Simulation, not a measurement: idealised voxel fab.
voxel tone inversion: a process module
Square cell edge 5 nm, section width 300 nm, ID cut.
Bands, listed from the top down, are how a cross-section gets written in this document; the cross-section itself is a grid of square cells, and a band is one or more rows of them. In this notation a band is specified by the heights of its top and bottom, in that order and in nm, after which its materials appear from left to right, each paired with its width in nm. The word "everywhere" attached to a single material means that material fills the band from edge to edge; the word "blank" stands for empty space. It should be noted that heights are counted from 0, beneath which the wafer as supplied is of one material throughout, and that the lowest band possesses no lower boundary but continues downward, as written in "0..down". The expression "30 to 40" gives the width at the extremes of the band, the first number at its top row of cells and the second at its bottom row, with the width changing by equal amounts from each row to the next in between. Take "nothing different" at face value: in the step it is given for, the cross-section changed in none of its cells. Voids not open to the top, 8 cells minimum: see "Trapped voids". Written width x height at distance; distance is from the left edge; nm. The remark found on a step's line after its settings is issued by the simulator itself and pertains to that step. Each step line may optionally specify "overlay nm", which for a step with a mask gives the rightward distance between the mask's planned place and where it lay, a negative value indicating the leftward direction.
# These are the steps we planned for the process
1) RECEIVE | material Si
2) CONFORMAL_DEP | material SiCN | thk nm 5
3) DIRECTIONAL_DEP | material polySi | thk nm 15
4) PATTERN | tone cover | mask id POSTS | material resist | width nm 20 | pitch nm 40 | thk nm 25 | overlay nm 0
5) DIRECTIONAL_ETCH | etch materials polySi | depth nm 15
6) STRIP | etch materials resist
7) FILL_DEP | material SiO2 | thk nm 5
8) CMP | height nm 10
9) STRIP | etch materials polySi
What sets these wafers apart? The height nm at step 8. They all start alike, and the plan carries the first wafer's value.
# As received, i.e. after step 1: cross-section through the first of several wafers
	0..down = Si everywhere
	Trapped voids: none
# Take a look at the first of several wafers in cross-section: the module is done, and step 9 was its last step
	10..5 = 120 of SiO2  20 of blank  20 of SiO2  20 of blank  120 of SiO2
	5..0 = SiCN everywhere
	0..down = Si everywhere
	Trapped voids: none
# Final wafer of several, shown in cross-section at the end of the module
	25..20 = SiO2 everywhere
	20..5 = 120 of SiO2  20 of polySi  20 of SiO2  20 of polySi  120 of SiO2
	5..0 = SiCN everywhere
	0..down = Si everywhere
	Trapped voids: none
# Wafer rows, end of module: cells per material gained (+) or lost (-) since receipt; closed voids last
height nm 10 | +60 SiCN | +52 SiO2 | Trapped voids: none
height nm 15 | +60 SiCN | +104 SiO2 | Trapped voids: none
height nm 20 | +60 SiCN | +156 SiO2 | Trapped voids: none
height nm 25 | +60 SiCN | +216 SiO2 | +24 polySi | Trapped voids: none
